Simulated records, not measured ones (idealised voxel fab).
Process module in this document: voxel self aligned contacts
This is section cut - it's 220 nm across, gridded in 5 nm square cells.
For the purposes of this document, a cross-section shall be understood as a grid of square cells, specified as bands listed in top-to-bottom order, each band consisting of one or more rows of cells. The entry gives the band's vertical extent as a top height and a bottom height in nm, then its horizontal make-up as materials from left to right, each with a width in nm. "empty" stands for empty space; a single material marked "edge to edge" fills the band edge to edge. Where do heights start? At 0: under that level the wafer as delivered is made of one material only. And the lowest band has no floor; it just carries on downward, as in "0 -> down". Read "30 to 40" as a graded width: first number on top, second number at the bottom, same change between each pair of neighbouring rows. A step reported as "remained the same" is a step in which no cell of the cross-section changed. Enclosed voids (no open way to top), threshold 8 cells or more, entry "Enclosed internal cavities", notation width x height at distance, distance from left edge, nm. Text after the settings on a step's line: the simulator's own remark on that step. overlay nm: how far to the right of its planned place the mask lay on this masked step (negative: to the left).
HERE'S WHAT THE PLANNED PROCESS STEPS LOOK LIKE
1. RECEIVE: material Si
2. OXIDIZE: depth nm 5
3. DIRECTIONAL_DEP: material polySi, thk nm 30
4. DIRECTIONAL_DEP: material SiN, thk nm 15
5. MASKED_ETCH: tone cover, mask id GATE, width nm 20, pitch nm 60, etch materials SiN, depth nm 15, overlay nm 0
6. MASKED_ETCH: tone cover, mask id GATE, width nm 30, pitch nm 60, etch materials polySi, depth nm 30, overlay nm 0
7. CONFORMAL_DEP: material SiN, thk nm 5
8. DIRECTIONAL_ETCH: etch materials SiN, depth nm 5
9. FILL_DEP: material SiO2, thk nm 15
10. CMP: height nm 55
11. PATTERN: tone open, mask id CONTACT, material resist, width nm 40, pitch nm 60, thk nm 20, overlay nm 0
12. DIRECTIONAL_ETCH: etch materials SiO2, depth nm 60
13. STRIP: etch materials resist
14. CONFORMAL_DEP: material TiN, thk nm 5
15. FILL_DEP: material W, thk nm 5
16. CMP: height nm 55
17. CONFORMAL_DEP: material SiN, thk nm 5
varied across the wafers: width nm of step 5. The plan shows the first wafer's value. All wafers start alike
AS-RECEIVED STATE AFTER STEP 1, FIRST OF SEVERAL WAFERS, CROSS-SECTION
> 0 -> down | Si edge to edge
> Enclosed internal cavities: none
HERE IS THE CROSS-SECTION OF THE FIRST OF SEVERAL WAFERS AT THE END OF THE MODULE, AFTER ITS LAST STEP, STEP 17
> 60 -> 55 | SiN edge to edge
> 55 -> 45 | 60 of SiO2 / 5 to 10 of TiN / 30 to 20 of W / 5 to 10 of TiN / 20 of SiO2 / 5 to 10 of TiN / 30 to 20 of W / 5 to 10 of TiN / 60 of SiO2
> 45 -> 35 | 35 of SiO2 / 30 of SiN / 5 of TiN / 20 of W / 5 of TiN / 30 of SiN / 5 of TiN / 20 of W / 5 of TiN / 30 of SiN / 35 of SiO2
> 35 -> 30 | 35 of SiO2 / 30 of SiN / 10 of TiN / 10 of W / 10 of TiN / 30 of SiN / 10 of TiN / 10 of W / 10 of TiN / 30 of SiN / 35 of SiO2
> 30 -> 0 | 30 of SiO2 / 5 of SiN / 30 of polySi / 5 of SiN / 5 of TiN / 10 of W / 5 of TiN / 5 of SiN / 30 of polySi / 5 of SiN / 5 of TiN / 10 of W / 5 of TiN / 5 of SiN / 30 of polySi / 5 of SiN / 30 of SiO2
> 0 -> -5 | 70 of SiO2 / 20 of TiN / 40 of SiO2 / 20 of TiN / 70 of SiO2
> -5 -> down | Si edge to edge
> Enclosed internal cavities: none
LAST WAFER AT THE END
> 60 -> 55 | SiN edge to edge
> 55 -> 50 | 60 of SiO2 / 5 of TiN / 30 of W / 5 of TiN / 20 of SiO2 / 5 of TiN / 30 of W / 5 of TiN / 60 of SiO2
> 50 -> 45 | 60 of SiO2 / 40 of TiN / 20 of SiO2 / 40 of TiN / 60 of SiO2
> 45 -> 30 | 25 of SiO2 / 55 of SiN / 5 of TiN / 55 of SiN / 5 of TiN / 55 of SiN / 20 of SiO2
> 30 -> 0 | 25 of SiO2 / 5 of SiN / 45 of polySi / 5 of SiN / 5 of TiN / 5 of SiN / 45 of polySi / 5 of SiN / 5 of TiN / 5 of SiN / 45 of polySi / 5 of SiN / 20 of SiO2
> 0 -> -5 | 80 of SiO2 / 5 of TiN / 55 of SiO2 / 5 of TiN / 75 of SiO2
> -5 -> down | Si edge to edge
> Enclosed internal cavities: none
QUICK KEY FOR THE TABLE: A ROW PER WAFER, TAKEN AT THE END OF THE MODULE. FOR EACH MATERIAL IT TELLS YOU HOW MANY CELLS THE WAFER GAINED (+) OR LOST (-) SINCE IT CAME IN, AND THE CLOSED VOIDS COME AFTER
width nm 20, -44 Si, +134 SiN, +206 SiO2, +60 TiN, +64 W, +108 polySi, Enclosed internal cavities: none
width nm 25, -44 Si, +143 SiN, +203 SiO2, +60 TiN, +58 W, +108 polySi, Enclosed internal cavities: none
width nm 30, -44 Si, +152 SiN, +200 SiO2, +60 TiN, +52 W, +108 polySi, Enclosed internal cavities: none
width nm 35, -44 Si, +161 SiN, +193 SiO2, +60 TiN, +32 W, +126 polySi, Enclosed internal cavities: none
width nm 40, -44 Si, +170 SiN, +186 SiO2, +60 TiN, +12 W, +144 polySi, Enclosed internal cavities: none
width nm 45, -44 Si, +179 SiN, +179 SiO2, +40 TiN, +12 W, +162 polySi, Enclosed internal cavities: none
